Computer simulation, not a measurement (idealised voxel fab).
Proc. module: voxel lift off
Square cell edge 5 nm, section width 220 nm, ID cut.
Cross-section, as written here: a square-cell grid given band by band from the top down, where a band holds one or more rows of cells. What a band's entry tells you: where the top is and where the bottom is, as heights in nm, and after that what lies inside, material by material from left to right, each with its width in nm. Empty space is written as the word "empty", and a single material marked with the word "edge to edge" occupies the band from edge to edge. Height 0 is the level under which the wafer as received is all one material. The lowest band goes on downwards, as in "0 down". When a width is written as two numbers, as in "30->40", the first number is the width in the top row of cells of the band and the second is the width in its bottom row, and the width changes by the same amount from each row to the next. Where the words "remained the same" appear for a step, the cross-section shows no cell changed by that step; every cell remained as before. Under "Enclosed cavity list" you'll find the enclosed gaps, the ones with no way out to the top, that are 8 cells or bigger; each reads width x height at distance, with distance counted from the left edge, everything in nm. Past the settings on a step's line: simulator remark, on that step. You can add "overlay nm" to a step's line. For a step with a mask, it describes how far the mask lay to the right of its planned position, and a negative number describes a lay to the left.
Here's what the planned process steps look like:
1. RECEIVE (material Si)
2. CONFORMAL_DEP (material SiO2; thk nm 15)
3. PATTERN (tone open; mask id LINES; material resist; width nm 15; pitch nm 40; thk nm 25; overlay nm 0)
4. DIRECTIONAL_DEP (material Ru; thk nm 5)
5. STRIP (etch materials resist)
6. CONFORMAL_DEP (material SiCN; thk nm 10)
For this document, wafers share an identical start and vary in the step 4 thk nm; the plan quotes the first wafer's value.
Cross-section of the first of several wafers as received (after step 1):
    0 down: Si edge to edge
    Enclosed cavity list: none
Shown in cross-section: the first of several wafers at the end of the module, after its last step, step 6:
    30 to 25: empty (50), then SiCN (35), then empty (5), then SiCN (35), then empty (5), then SiCN (35), then empty (55)
    25 to 20: SiCN edge to edge
    20 to 15: SiCN (60), then Ru (15), then SiCN (25), then Ru (15), then SiCN (25), then Ru (15), then SiCN (65)
    15 to 0: SiO2 edge to edge
    0 down: Si edge to edge
    Enclosed cavity list: none
Cross-sectional view of the final wafer of several at the module's end:
    45 to 35: empty (50), then SiCN (35), then empty (5), then SiCN (35), then empty (5), then SiCN (35), then empty (55)
    35 to 25: empty (50), then SiCN (10), then Ru (15), then SiCN (10), then empty (5), then SiCN (10), then Ru (15), then SiCN (10), then empty (5), then SiCN (10), then Ru (15), then SiCN (10), then empty (55)
    25 to 15: SiCN (60), then Ru (15), then SiCN (25), then Ru (15), then SiCN (25), then Ru (15), then SiCN (65)
    15 to 0: SiO2 edge to edge
    0 down: Si edge to edge
    Enclosed cavity list: none
Gained (+) or lost (-) cells of each material since receipt, then closed voids: one row per wafer, at the end of the module:
thk nm 5 | +9 Ru | +100 SiCN | +132 SiO2 | Enclosed cavity list: none
thk nm 10 | +18 Ru | +112 SiCN | +132 SiO2 | Enclosed cavity list: none
thk nm 15 | +27 Ru | +124 SiCN | +132 SiO2 | Enclosed cavity list: none
thk nm 20 | +36 Ru | +136 SiCN | +132 SiO2 | Enclosed cavity list: none
